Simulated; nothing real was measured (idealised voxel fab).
process module | voxel capacitor over wiring
cross-section cut | 245 nm wide | cells 5 nm
A cross-section is a grid of square cells, given in bands from the top down. A band is one or more rows of cells.
Each band's line starts with the height of the band's top and of its bottom, in nm. Then come its materials from left to right, each with its width in nm. One material with "throughout" fills the band from edge to edge. "air" is empty space.
Height 0 is the level under which the wafer as received is all one material. The lowest band goes on downwards, as in "0 down".
A width such as "30 to 40" changes by the same amount from each row of cells to the next, from the band's top row to its bottom row.
"no change" after a step means that no cell of the cross-section changed.
closed voids: empty space of 8 cells or more with no open way to the top, each as width x height at its distance from the left edge, in nm
after a step's settings: what the simulator itself notes on the step
overlay nm, on a step with a mask: how far to the right of its planned place the mask lay; to the left if negative
plan
1 op RECEIVE | material Si
2 op CONFORMAL_DEP | material SiO2 | thk nm 15
3 op DIRECTIONAL_DEP | material TiN | thk nm 5
4 op DIRECTIONAL_DEP | material Ru | thk nm 20
5 op PATTERN | tone cover | mask id METAL_1 | material resist | width nm 25 | pitch nm 75 | thk nm 20 | overlay nm 0
6 op DIRECTIONAL_ETCH | etch materials Ru | depth nm 20
7 op DIRECTIONAL_ETCH | etch materials TiN | depth nm 5
8 op STRIP | etch materials resist
9 op CONFORMAL_DEP | material SiN | thk nm 5
10 op FILL_DEP | material lowk | thk nm 10
11 op CMP | height nm 40
12 op CONFORMAL_DEP | material SiCN | thk nm 5
13 op DIRECTIONAL_DEP | material SiO2 | thk nm 10
14 op PATTERN | tone open | mask id PLUG_1 | material resist | width nm 15 | thk nm 20 | overlay nm 0
15 op DIRECTIONAL_ETCH | etch materials SiO2 | depth nm 10
16 op DIRECTIONAL_ETCH | etch materials SiCN | depth nm 5
17 op STRIP | etch materials resist
18 op CONFORMAL_DEP | material TiN | thk nm 5
19 op FILL_DEP | material Ru | thk nm 5
20 op CMP | height nm 55
21 op DIRECTIONAL_DEP | material TiN | thk nm 5
22 op DIRECTIONAL_DEP | material HfO2 | thk nm 5
23 op DIRECTIONAL_DEP | material TiN | thk nm 10
24 op DIRECTIONAL_DEP | material aC | thk nm 10
25 op PATTERN | tone cover | mask id UPPER_PLATE | material resist | width nm 55 | thk nm 30 | overlay nm 0
26 op DIRECTIONAL_ETCH | etch materials aC | depth nm 10
27 op STRIP | etch materials resist
28 op DIRECTIONAL_ETCH | etch materials TiN | depth nm 10
29 op DIRECTIONAL_ETCH | etch materials HfO2 | depth nm 5
30 op STRIP | etch materials aC
31 op DIRECTIONAL_DEP | material aC | thk nm 15
32 op PATTERN | tone cover | mask id LOWER_PLATE | material resist | width nm 65 | thk nm 30 | overlay nm 0
33 op DIRECTIONAL_ETCH | etch materials aC | depth nm 15
34 op STRIP | etch materials resist
35 op DIRECTIONAL_ETCH | etch materials TiN | depth nm 5
36 op STRIP | etch materials aC
37 op FILL_DEP | material SiO2 | thk nm 20
38 op CMP | height nm 90
39 op DIRECTIONAL_DEP | material aC | thk nm 10
40 op PATTERN | tone open | mask id PLUG_2 | material resist | width nm 15 | thk nm 30 | overlay nm 0
41 op DIRECTIONAL_ETCH | etch materials aC | depth nm 10
42 op STRIP | etch materials resist
43 op DIRECTIONAL_ETCH | etch materials SiO2 | depth nm 15
44 op STRIP | etch materials aC
45 op CONFORMAL_DEP | material TiN | thk nm 5
46 op FILL_DEP | material Cu | thk nm 10
47 op CMP | height nm 90
48 op CONFORMAL_DEP | material SiCN | thk nm 5
first wafer, as planned
as received, after step 1
  0 down: Si throughout
  closed voids: none
after step 2
  15 to 0: SiO2 throughout
  below 0: unchanged
after step 3
  20 to 15: TiN throughout
  below 15: unchanged
after step 4
  40 to 20: Ru throughout
  below 20: unchanged
after step 5
  60 to 40: air 70 | resist 25 | air 50 | resist 25 | air 75
  below 40: unchanged
after step 6
  60 to 40: air 70 | resist 25 | air 50 | resist 25 | air 75
  40 to 20: air 70 | Ru 25 | air 50 | Ru 25 | air 75
  below 20: unchanged
after step 7
  60 to 40: air 70 | resist 25 | air 50 | resist 25 | air 75
  40 to 20: air 70 | Ru 25 | air 50 | Ru 25 | air 75
  20 to 15: air 70 | TiN 25 | air 50 | TiN 25 | air 75
  below 15: unchanged
after step 8
  40 to 20: air 70 | Ru 25 | air 50 | Ru 25 | air 75
  below 20: unchanged
after step 9
  45 to 40: air 65 | SiN 35 | air 40 | SiN 35 | air 70
  40 to 20: air 65 | SiN 5 | Ru 25 | SiN 5 | air 40 | SiN 5 | Ru 25 | SiN 5 | air 70
  20 to 15: SiN 70 | TiN 25 | SiN 50 | TiN 25 | SiN 75
  below 15: unchanged
after step 10
  55 to 45: lowk throughout
  45 to 40: lowk 65 | SiN 35 | lowk 40 | SiN 35 | lowk 70
  40 to 20: lowk 65 | SiN 5 | Ru 25 | SiN 5 | lowk 40 | SiN 5 | Ru 25 | SiN 5 | lowk 70
  below 20: unchanged
after step 11
  40 to 20: lowk 65 | SiN 5 | Ru 25 | SiN 5 | lowk 40 | SiN 5 | Ru 25 | SiN 5 | lowk 70
  below 20: unchanged
after step 12
  45 to 40: SiCN throughout
  below 40: unchanged
after step 13
  55 to 45: SiO2 throughout
  below 45: unchanged
after step 14
  75 to 55: resist 80 | air 15 | resist 150
  below 55: unchanged
after step 15
  75 to 55: resist 80 | air 15 | resist 150
  55 to 45: SiO2 80 | air 15 | SiO2 150
  below 45: unchanged
after step 16
  75 to 55: resist 80 | air 15 | resist 150
  55 to 45: SiO2 80 | air 15 | SiO2 150
  45 to 40: SiCN 80 | air 15 | SiCN 150
  below 40: unchanged
after step 17
  55 to 45: SiO2 80 | air 15 | SiO2 150
  below 45: unchanged
after step 18
  60 to 55: TiN 85 | air 5 | TiN 155
  55 to 45: SiO2 80 | TiN 5 | air 5 | TiN 5 | SiO2 150
  45 to 40: SiCN 80 | TiN 15 | SiCN 150
  below 40: unchanged
after step 19
  65 to 60: Ru throughout
  60 to 55: TiN 85 | Ru 5 | TiN 155
  55 to 45: SiO2 80 | TiN 5 | Ru 5 | TiN 5 | SiO2 150
  below 45: unchanged
after step 20
  55 to 45: SiO2 80 | TiN 5 | Ru 5 | TiN 5 | SiO2 150
  below 45: unchanged
after step 21
  60 to 55: TiN throughout
  below 55: unchanged
after step 22
  65 to 60: HfO2 throughout
  below 60: unchanged
after step 23
  75 to 65: TiN throughout
  below 65: unchanged
after step 24
  85 to 75: aC throughout
  below 75: unchanged
after step 25
  115 to 85: air 80 | resist 55 | air 110
  below 85: unchanged
after step 26
  105 to 85: air 80 | resist 55 | air 110
  85 to 75: air 80 | aC 55 | air 110
  below 75: unchanged
after step 27
  85 to 75: air 80 | aC 55 | air 110
  below 75: unchanged
after step 28
  85 to 75: air 80 | aC 55 | air 110
  75 to 65: air 80 | TiN 55 | air 110
  below 65: unchanged
after step 29
  85 to 75: air 80 | aC 55 | air 110
  75 to 65: air 80 | TiN 55 | air 110
  65 to 60: air 80 | HfO2 55 | air 110
  below 60: unchanged
after step 30
  75 to 65: air 80 | TiN 55 | air 110
  below 65: unchanged
after step 31
  90 to 75: air 80 | aC 55 | air 110
  75 to 65: aC 80 | TiN 55 | aC 110
  65 to 60: aC 80 | HfO2 55 | aC 110
  below 60: unchanged
after step 32
  120 to 90: air 75 | resist 65 | air 105
  90 to 75: air 75 | resist 5 | aC 55 | resist 5 | air 105
  below 75: unchanged
after step 33
  105 to 90: air 75 | resist 65 | air 105
  90 to 75: air 75 | resist 5 | aC 55 | resist 5 | air 105
  75 to 65: air 75 | aC 5 | TiN 55 | aC 5 | air 105
  65 to 60: air 75 | aC 5 | HfO2 55 | aC 5 | air 105
  below 60: unchanged
after step 34
  90 to 75: air 80 | aC 55 | air 110
  below 75: unchanged
after step 35
  90 to 75: air 80 | aC 55 | air 110
  75 to 65: air 75 | aC 5 | TiN 55 | aC 5 | air 105
  65 to 60: air 75 | aC 5 | HfO2 55 | aC 5 | air 105
  60 to 55: air 75 | TiN 65 | air 105
  below 55: unchanged
after step 36
  75 to 65: air 80 | TiN 55 | air 110
  65 to 60: air 80 | HfO2 55 | air 110
  below 60: unchanged
after step 37
  95 to 75: SiO2 throughout
  75 to 65: SiO2 80 | TiN 55 | SiO2 110
  65 to 60: SiO2 80 | HfO2 55 | SiO2 110
  60 to 55: SiO2 75 | TiN 65 | SiO2 105
  below 55: unchanged
after step 38
  90 to 75: SiO2 throughout
  below 75: unchanged
after step 39
  100 to 90: aC throughout
  below 90: unchanged
after step 40
  130 to 100: resist 90 | air 15 | resist 140
  below 100: unchanged
after step 41
  120 to 100: resist 90 | air 15 | resist 140
  100 to 90: aC 90 | air 15 | aC 140
  below 90: unchanged
after step 42
  100 to 90: aC 90 | air 15 | aC 140
  below 90: unchanged
after step 43
  100 to 90: aC 90 | air 15 | aC 140
  90 to 75: SiO2 90 | air 15 | SiO2 140
  below 75: unchanged
after step 44
  90 to 75: SiO2 90 | air 15 | SiO2 140
  below 75: unchanged
after step 45
  95 to 90: TiN 95 | air 5 | TiN 145
  90 to 80: SiO2 90 | TiN 5 | air 5 | TiN 5 | SiO2 140
  80 to 75: SiO2 90 | TiN 15 | SiO2 140
  below 75: unchanged
after step 46
  105 to 95: Cu throughout
  95 to 90: TiN 95 | Cu 5 | TiN 145
  90 to 80: SiO2 90 | TiN 5 | Cu 5 | TiN 5 | SiO2 140
  below 80: unchanged
after step 47
  90 to 80: SiO2 90 | TiN 5 | Cu 5 | TiN 5 | SiO2 140
  below 80: unchanged
after step 48
  95 to 90: SiCN throughout
  below 90: unchanged
second wafer: like start, like plan, one mistake. Through step 39 it matches the first wafer
when step 40 should have ended
  130 to 100: resist 90 | air 20 | resist 135
  below 100: unchanged
when step 41 should have ended
  120 to 100: resist 90 | air 20 | resist 135
  100 to 90: aC 90 | air 20 | aC 135
  below 90: unchanged
when step 42 should have ended
  100 to 90: aC 90 | air 20 | aC 135
  below 90: unchanged
when step 43 should have ended
  100 to 90: aC 90 | air 20 | aC 135
  90 to 75: SiO2 90 | air 20 | SiO2 135
  below 75: unchanged
when step 44 should have ended
  90 to 75: SiO2 90 | air 20 | SiO2 135
  below 75: unchanged
when step 45 should have ended
  95 to 90: TiN 95 | air 10 | TiN 140
  90 to 80: SiO2 90 | TiN 5 | air 10 | TiN 5 | SiO2 135
  80 to 75: SiO2 90 | TiN 20 | SiO2 135
  below 75: unchanged
when step 46 should have ended
  105 to 95: Cu throughout
  95 to 90: TiN 95 | Cu 10 | TiN 140
  90 to 80: SiO2 90 | TiN 5 | Cu 10 | TiN 5 | SiO2 135
  below 80: unchanged
when step 47 should have ended
  90 to 80: SiO2 90 | TiN 5 | Cu 10 | TiN 5 | SiO2 135
  below 80: unchanged
when step 48 should have ended
  95 to 90: SiCN throughout
  below 90: unchanged
what went wrong: step 40 ran as: op PATTERN | tone open | mask id PLUG_2 | material resist | width nm 20 | thk nm 30 | overlay nm 0
at the end the second wafer has, in cells: 2 more of Cu | 3 fewer of SiO2 | 1 more of TiN
